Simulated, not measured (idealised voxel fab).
Herein follows the process module entitled voxel ribs on slabs.
In the cross-section labelled cut, the width is 270 nm and each square cell is 5 nm.
Cross-section format: a grid of square cells, given as bands from top to bottom; each band is one or more rows of cells.
The entry gives the band's vertical extent as a top height and a bottom height in nm, then its horizontal make-up as materials from left to right, each with a width in nm. "empty" stands for empty space; a single material marked "everywhere" fills the band edge to edge.
Heights are reckoned from 0. Under this level, the received wafer is all of one material. The bottommost band is open-ended downward, for example "0 -> down".
Think of "30 to 40" as a width that walks from the first number to the second as you go down the band, top row to bottom row, taking equal-sized steps from row to row.
"no modification" means the step left every cell of the cross-section as it was.
Voids not open to the top, 8 cells minimum: see "Trapped voids". Written width x height at distance; distance is from the left edge; nm.
The remark found on a step's line after its settings is issued by the simulator itself and pertains to that step.
Each step line may optionally specify "overlay nm", which for a step with a mask gives the rightward distance between the mask's planned place and where it lay, a negative value indicating the leftward direction.
### Steps in the process plan
1 RECEIVE, material Si
2 DIRECTIONAL_DEP, material SiO2, thk nm 25
3 DIRECTIONAL_DEP, material polySi, thk nm 15
4 DIRECTIONAL_DEP, material aC, thk nm 15
5 PATTERN, tone cover, mask id RIB, material resist, width nm 20, thk nm 30, overlay nm 0
6 DIRECTIONAL_ETCH, etch materials aC, depth nm 15
7 STRIP, etch materials resist
8 DIRECTIONAL_ETCH, etch materials polySi, depth nm 10
9 STRIP, etch materials aC
10 MASKED_ETCH, tone cover, mask id SLAB, width nm 50, etch materials polySi, depth nm 5, overlay nm 0
11 FILL_DEP, material SiO2, thk nm 25
12 CMP, height nm 55
13 DIRECTIONAL_DEP, material W, thk nm 5
14 DIRECTIONAL_DEP, material aC, thk nm 10
15 PATTERN, tone cover, mask id HEATER, material resist, width nm 30, thk nm 25, overlay nm 0
16 DIRECTIONAL_ETCH, etch materials aC, depth nm 10
17 STRIP, etch materials resist
18 DIRECTIONAL_ETCH, etch materials W, depth nm 5
19 STRIP, etch materials aC
20 CONFORMAL_DEP, material SiN, thk nm 10
### Cross-section of the wafer as it came to us, i.e., already through step 1
> 0 -> down: Si everywhere
> Trapped voids: none
### Cross-sectional image of the first of two wafers at the end of the module, the run having proceeded as planned
> 70 -> 65: empty 110 nm; SiN 50 nm; empty 110 nm
> 65 -> 60: SiN everywhere
> 60 -> 55: SiN 120 nm; W 30 nm; SiN 120 nm
> 55 -> 40: SiO2 everywhere
> 40 -> 30: SiO2 125 nm; polySi 20 nm; SiO2 125 nm
> 30 -> 25: SiO2 110 nm; polySi 50 nm; SiO2 110 nm
> 25 -> 0: SiO2 everywhere
> 0 -> down: Si everywhere
> Trapped voids: none
### Cross-sectional image of the second wafer of the two following completion of the module. Starting state and process plan were the same as for the first wafer; one execution error occurred
> 70 -> 65: empty 110 nm; SiN 50 nm; empty 110 nm
> 65 -> 60: SiN everywhere
> 60 -> 55: SiN 120 nm; W 30 nm; SiN 120 nm
> 55 -> 45: SiO2 everywhere
> 45 -> 40: SiO2 110 nm; polySi 50 nm; SiO2 110 nm
> 40 -> 25: aC everywhere
> 25 -> 0: SiO2 everywhere
> 0 -> down: Si everywhere
> Trapped voids: none
In executing the process, a mistake was made relative to the plan: step 4 occupied the plan position of step 3, and the converse holds as well
Final wafer comparison in cells, second versus first, more or fewer per material: SiO2: 154 fewer | aC: 162 more | polySi: 8 fewer
